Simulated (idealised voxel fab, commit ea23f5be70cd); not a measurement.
process module | voxel self aligned contacts
cross-section cut | 230 nm wide | cells 5 nm
A cross-section is a grid of square cells, given in bands from the top down. A band is one or more rows of cells.
Each band's line starts with the height of the band's top and of its bottom, in nm. Then come its materials from left to right, each with its width in nm. One material with "throughout" fills the band from edge to edge. "air" is empty space.
Height 0 is the level under which the wafer as received is all one material. The lowest band goes on downwards, as in "0 down".
A width such as "30 to 40" changes by the same amount from each row of cells to the next, from the band's top row to its bottom row.
"no change" after a step means that no cell of the cross-section changed.
closed voids: empty space of 8 cells or more with no open way to the top, each as width x height at its distance from the left edge, in nm
after a step's settings: what the simulator itself notes on the step
overlay nm, on a step with a mask: how far to the right of its planned place the mask lay; to the left if negative
plan
1 op RECEIVE | material Si
2 op OXIDIZE | depth nm 5
3 op DIRECTIONAL_DEP | material polySi | thk nm 30
4 op DIRECTIONAL_DEP | material SiN | thk nm 25
5 op PATTERN | tone cover | mask id GATE | material resist | width nm 20 | pitch nm 65 | thk nm 20 | overlay nm 0
6 op DIRECTIONAL_ETCH | etch materials SiN | depth nm 25
7 op DIRECTIONAL_ETCH | etch materials polySi | depth nm 30
8 op STRIP | etch materials resist
9 op CONFORMAL_DEP | material SiN | thk nm 10
10 op DIRECTIONAL_ETCH | etch materials SiN | depth nm 10
11 op FILL_DEP | material SiO2 | thk nm 20
12 op CMP | height nm 65
13 op DIRECTIONAL_DEP | material aC | thk nm 15
14 op PATTERN | tone open | mask id CONTACT | material resist | width nm 45 | pitch nm 65 | thk nm 35 | overlay nm 0
15 op DIRECTIONAL_ETCH | etch materials aC | depth nm 15
16 op STRIP | etch materials resist
17 op DIRECTIONAL_ETCH | etch materials SiO2 | depth nm 70
18 op STRIP | etch materials aC
19 op CONFORMAL_DEP | material TiN | thk nm 5
20 op FILL_DEP | material W | thk nm 10
21 op CMP | height nm 65
22 op CONFORMAL_DEP | material SiCN | thk nm 5
varied across the wafers: width nm of step 5. The plan shows the first wafer's value. All wafers start alike
first wafer as received, after step 1
  0 down: Si throughout
  closed voids: none
first wafer at the end, after step 22
  70 to 65: SiCN throughout
  65 to 55: SiO2 60 | TiN 5 to 15 | W 35 to 15 | TiN 5 to 15 | SiO2 20 | TiN 5 to 15 | W 35 to 15 | TiN 5 to 15 | SiO2 60
  55 to 30: SiO2 30 | SiN 40 | TiN 5 | W 15 | TiN 5 | SiN 40 | TiN 5 | W 15 | TiN 5 | SiN 40 | SiO2 30
  30 to 0: SiO2 30 | SiN 10 | polySi 20 | SiN 10 | TiN 5 | W 15 | TiN 5 | SiN 10 | polySi 20 | SiN 10 | TiN 5 | W 15 | TiN 5 | SiN 10 | polySi 20 | SiN 10 | SiO2 30
  0 to -5: SiO2 70 | TiN 25 | SiO2 40 | TiN 25 | SiO2 70
  -5 down: Si throughout
  closed voids: none
last wafer at the end
  70 to 65: SiCN throughout
  65 to 60: SiO2 60 | TiN 5 | W 35 | TiN 5 | SiO2 20 | TiN 5 | W 35 | TiN 5 | SiO2 60
  60 to 55: SiO2 60 | TiN 45 | SiO2 20 | TiN 45 | SiO2 60
  55 to 30: SiO2 20 | SiN 195 | SiO2 15
  30 to 0: SiO2 20 | SiN 10 | polySi 45 | SiN 20 | polySi 45 | SiN 20 | polySi 45 | SiN 10 | SiO2 15
  0 to -5: SiO2 throughout
  -5 down: Si throughout
  closed voids: none
each wafer at the end: cells of each material gained (+) or lost (-) since it was received, then its closed voids
width nm 20 | -46 Si | +46 SiCN | +192 SiN | +224 SiO2 | +70 TiN | +86 W | +72 polySi | closed voids: none
width nm 25 | -46 Si | +46 SiCN | +207 SiN | +215 SiO2 | +70 TiN | +62 W | +90 polySi | closed voids: none
width nm 30 | -46 Si | +46 SiCN | +222 SiN | +206 SiO2 | +70 TiN | +38 W | +108 polySi | closed voids: none
width nm 35 | -46 Si | +46 SiCN | +237 SiN | +197 SiO2 | +70 TiN | +14 W | +126 polySi | closed voids: none
width nm 40 | -46 Si | +46 SiCN | +252 SiN | +188 SiO2 | +46 TiN | +14 W | +144 polySi | closed voids: none
width nm 45 | -46 Si | +46 SiCN | +267 SiN | +179 SiO2 | +22 TiN | +14 W | +162 polySi | closed voids: none
